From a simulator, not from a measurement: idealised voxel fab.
process module | voxel gate over fins
cross-section cut | 290 nm wide | cells 5 nm
A cross-section is a grid of square cells, given in bands from the top down. A band is one or more rows of cells.
Each band's line starts with the height of the band's top and of its bottom, in nm. Then come its materials from left to right, each with its width in nm. One material with "throughout" fills the band from edge to edge. "air" is empty space.
Height 0 is the level under which the wafer as received is all one material. The lowest band goes on downwards, as in "0 down".
A width such as "30 to 40" changes by the same amount from each row of cells to the next, from the band's top row to its bottom row.
"no change" after a step means that no cell of the cross-section changed.
closed voids: empty space of 8 cells or more with no open way to the top, each as width x height at its distance from the left edge, in nm
after a step's settings: what the simulator itself notes on the step
overlay nm, on a step with a mask: how far to the right of its planned place the mask lay; to the left if negative
plan
1 op RECEIVE | material Si
2 op CONFORMAL_DEP | material SiN | thk nm 5
3 op MASKED_ETCH | tone cover | mask id FINS | width nm 15 | pitch nm 35 | etch materials SiN | depth nm 5 | overlay nm 0
4 op MASKED_ETCH | tone cover | mask id FINS | width nm 15 | pitch nm 35 | etch materials Si | depth nm 35 | overlay nm 0
5 op FILL_DEP | material SiO2 | thk nm 5
6 op CMP | height nm 5
7 op SELECTIVE_ETCH | etch materials SiO2 | depth nm 15
8 op STRIP | etch materials SiN
9 op CONFORMAL_DEP | material HfO2 | thk nm 5
10 op CONFORMAL_DEP | material TiN | thk nm 5
11 op FILL_DEP | material W | thk nm 15
12 op CMP | height nm 20
13 op CONFORMAL_DEP | material SiCN | thk nm 5
as received, after step 1
  0 down: Si throughout
  closed voids: none
a wafer at the end: this start, this plan, one mistake
  25 to 20: SiCN throughout
  20 to 10: W throughout
  10 to 5: W 110 | TiN 70 | W 110
  5 to 0: W 110 | TiN 5 | HfO2 25 | TiN 10 | HfO2 25 | TiN 5 | W 110
  0 to -5: TiN 115 | HfO2 5 | Si 15 | HfO2 5 | TiN 10 | HfO2 5 | Si 15 | HfO2 5 | TiN 115
  -5 to -10: HfO2 110 | TiN 5 | HfO2 5 | Si 15 | HfO2 5 | TiN 10 | HfO2 5 | Si 15 | HfO2 5 | TiN 5 | HfO2 110
  -10 to -15: SiO2 105 | HfO2 15 | Si 15 | HfO2 20 | Si 15 | HfO2 15 | SiO2 105
  -15 to -35: SiO2 120 | Si 15 | SiO2 20 | Si 15 | SiO2 120
  -35 down: Si throughout
  closed voids: none
what went wrong: steps 7 and 8 were swapped
